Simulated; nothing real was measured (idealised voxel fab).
Documented hereafter: the process module known as voxel trench capacitor.
The width of the displayed cross-section, cut, is 240 nm; its cells are square, with a size of 5 nm.
In this document a cross-section is written as a grid of square cells. It is given as a series of bands, listed from the top down, and a band is one or more rows of cells. Top, bottom (nm), then materials left to right with widths (nm); lone material tagged "full width" fills the whole band edge to edge; "empty" = empty space. A quick word on heights: they are counted from 0, and under that level the wafer as it came to us is one material throughout. The lowest band is different from the rest in having no bottom; it simply continues downward, written as in "0 down". Think of "30->40" as a width that walks from the first number to the second as you go down the band, top row to bottom row, taking equal-sized steps from row to row. The cross-section has no changed cell in any step marked "nothing different". You'll see "Unvented cavities" listing empty spaces that have no way open to the top, as long as they're 8 cells or more; the notation is width x height at distance, where the distance is from the left edge, and all of it is in nm. The remark found on a step's line after its settings is issued by the simulator itself and pertains to that step. overlay nm, on a step with a mask: how far to the right of its planned place the mask lay; to the left if negative.

These are the steps we planned for the process
- 1: RECEIVE,material Si
- 2: CONFORMAL_DEP,material SiN,thk nm 10
- 3: PATTERN,tone open,mask id TRENCH,material resist,width nm 25,pitch nm 50,thk nm 15,overlay nm 0
- 4: DIRECTIONAL_ETCH,etch materials SiN,depth nm 10
- 5: DIRECTIONAL_ETCH,etch materials Si,depth nm 40
- 6: STRIP,etch materials resist
- 7: CONFORMAL_DEP,material HfO2,thk nm 5
- 8: CONFORMAL_DEP,material TiN,thk nm 5
- 9: FILL_DEP,material W,thk nm 5
- 10: CMP,height nm 10

The first of two wafers, run as planned

Cross-section, incoming material, after step 1
> 0 down | Si full width
> Unvented cavities: none

Cross-sectional representation of the wafer at the conclusion of step 2
> 10 to 0 | SiN full width
> Under the height 0 nothing was changed.

Cross-sectional representation of the wafer at the conclusion of step 3
> 25 to 10 | resist=55 / empty=25 / resist=25 / empty=25 / resist=25 / empty=25 / resist=60
> Under the height 10 nothing was changed.

Cross-sectional representation of the wafer at the conclusion of step 4
> 25 to 10 | resist=55 / empty=25 / resist=25 / empty=25 / resist=25 / empty=25 / resist=60
> 10 to 0 | SiN=55 / empty=25 / SiN=25 / empty=25 / SiN=25 / empty=25 / SiN=60
> Under the height 0 nothing was changed.

Cross-sectional representation of the wafer at the conclusion of step 5
> 25 to 10 | resist=55 / empty=25 / resist=25 / empty=25 / resist=25 / empty=25 / resist=60
> 10 to 0 | SiN=55 / empty=25 / SiN=25 / empty=25 / SiN=25 / empty=25 / SiN=60
> 0 to -40 | Si=55 / empty=25 / Si=25 / empty=25 / Si=25 / empty=25 / Si=60
> Under the height -40 nothing was changed.

Cross-sectional representation of the wafer at the conclusion of step 6
> 10 to 0 | SiN=55 / empty=25 / SiN=25 / empty=25 / SiN=25 / empty=25 / SiN=60
> Under the height 0 nothing was changed.

Cross-sectional representation of the wafer at the conclusion of step 7
> 15 to 10 | HfO2=60 / empty=15 / HfO2=35 / empty=15 / HfO2=35 / empty=15 / HfO2=65
> 10 to 0 | SiN=55 / HfO2=5 / empty=15 / HfO2=5 / SiN=25 / HfO2=5 / empty=15 / HfO2=5 / SiN=25 / HfO2=5 / empty=15 / HfO2=5 / SiN=60
> 0 to -35 | Si=55 / HfO2=5 / empty=15 / HfO2=5 / Si=25 / HfO2=5 / empty=15 / HfO2=5 / Si=25 / HfO2=5 / empty=15 / HfO2=5 / Si=60
> -35 to -40 | Si=55 / HfO2=25 / Si=25 / HfO2=25 / Si=25 / HfO2=25 / Si=60
> Under the height -40 nothing was changed.

Cross-sectional representation of the wafer at the conclusion of step 8
> 20 to 15 | TiN=65 / empty=5 / TiN=45 / empty=5 / TiN=45 / empty=5 / TiN=70
> 15 to 10 | HfO2=60 / TiN=5 / empty=5 / TiN=5 / HfO2=35 / TiN=5 / empty=5 / TiN=5 / HfO2=35 / TiN=5 / empty=5 / TiN=5 / HfO2=65
> 10 to 0 | SiN=55 / HfO2=5 / TiN=5 / empty=5 / TiN=5 / HfO2=5 / SiN=25 / HfO2=5 / TiN=5 / empty=5 / TiN=5 / HfO2=5 / SiN=25 / HfO2=5 / TiN=5 / empty=5 / TiN=5 / HfO2=5 / SiN=60
> 0 to -30 | Si=55 / HfO2=5 / TiN=5 / empty=5 / TiN=5 / HfO2=5 / Si=25 / HfO2=5 / TiN=5 / empty=5 / TiN=5 / HfO2=5 / Si=25 / HfO2=5 / TiN=5 / empty=5 / TiN=5 / HfO2=5 / Si=60
> -30 to -35 | Si=55 / HfO2=5 / TiN=15 / HfO2=5 / Si=25 / HfO2=5 / TiN=15 / HfO2=5 / Si=25 / HfO2=5 / TiN=15 / HfO2=5 / Si=60
> Under the height -35 nothing was changed.

Cross-sectional representation of the wafer at the conclusion of step 9
> 25 to 20 | W full width
> 20 to 15 | TiN=65 / W=5 / TiN=45 / W=5 / TiN=45 / W=5 / TiN=70
> 15 to 10 | HfO2=60 / TiN=5 / W=5 / TiN=5 / HfO2=35 / TiN=5 / W=5 / TiN=5 / HfO2=35 / TiN=5 / W=5 / TiN=5 / HfO2=65
> 10 to 0 | SiN=55 / HfO2=5 / TiN=5 / W=5 / TiN=5 / HfO2=5 / SiN=25 / HfO2=5 / TiN=5 / W=5 / TiN=5 / HfO2=5 / SiN=25 / HfO2=5 / TiN=5 / W=5 / TiN=5 / HfO2=5 / SiN=60
> 0 to -30 | Si=55 / HfO2=5 / TiN=5 / W=5 / TiN=5 / HfO2=5 / Si=25 / HfO2=5 / TiN=5 / W=5 / TiN=5 / HfO2=5 / Si=25 / HfO2=5 / TiN=5 / W=5 / TiN=5 / HfO2=5 / Si=60
> Under the height -30 nothing was changed.

Cross-sectional representation of the wafer at the conclusion of step 10
> 10 to 0 | SiN=55 / HfO2=5 / TiN=5 / W=5 / TiN=5 / HfO2=5 / SiN=25 / HfO2=5 / TiN=5 / W=5 / TiN=5 / HfO2=5 / SiN=25 / HfO2=5 / TiN=5 / W=5 / TiN=5 / HfO2=5 / SiN=60
> Under the height 0 nothing was changed.

The second wafer was prepared from the same starting point and under the same plan as the first; its processing contained one mistake, and it remains indistinguishable from the first wafer up to and including step 8

Cross-section of the second wafer at the time step 9 of the plan should have ended
> 25 to 20 | HfO2 full width
> 20 to 15 | TiN=65 / HfO2=5 / TiN=45 / HfO2=5 / TiN=45 / HfO2=5 / TiN=70
> 15 to 10 | HfO2=60 / TiN=5 / HfO2=5 / TiN=5 / HfO2=35 / TiN=5 / HfO2=5 / TiN=5 / HfO2=35 / TiN=5 / HfO2=5 / TiN=5 / HfO2=65
> 10 to 0 | SiN=55 / HfO2=5 / TiN=5 / HfO2=5 / TiN=5 / HfO2=5 / SiN=25 / HfO2=5 / TiN=5 / HfO2=5 / TiN=5 / HfO2=5 / SiN=25 / HfO2=5 / TiN=5 / HfO2=5 / TiN=5 / HfO2=5 / SiN=60
> 0 to -30 | Si=55 / HfO2=5 / TiN=5 / HfO2=5 / TiN=5 / HfO2=5 / Si=25 / HfO2=5 / TiN=5 / HfO2=5 / TiN=5 / HfO2=5 / Si=25 / HfO2=5 / TiN=5 / HfO2=5 / TiN=5 / HfO2=5 / Si=60
> Under the height -30 nothing was changed.

Cross-section of the second wafer at the time step 10 of the plan should have ended
> 10 to 0 | SiN=55 / HfO2=5 / TiN=5 / HfO2=5 / TiN=5 / HfO2=5 / SiN=25 / HfO2=5 / TiN=5 / HfO2=5 / TiN=5 / HfO2=5 / SiN=25 / HfO2=5 / TiN=5 / HfO2=5 / TiN=5 / HfO2=5 / SiN=60
> Under the height 0 nothing was changed.
In executing the process, a mistake was made relative to the plan: planned and actual differ for step 9; actual: FILL_DEP,material HfO2,thk nm 5
In the final state, the cell counts of the second wafer exceed or fall short of those of the first for the following materials: HfO2 +24 | W -24
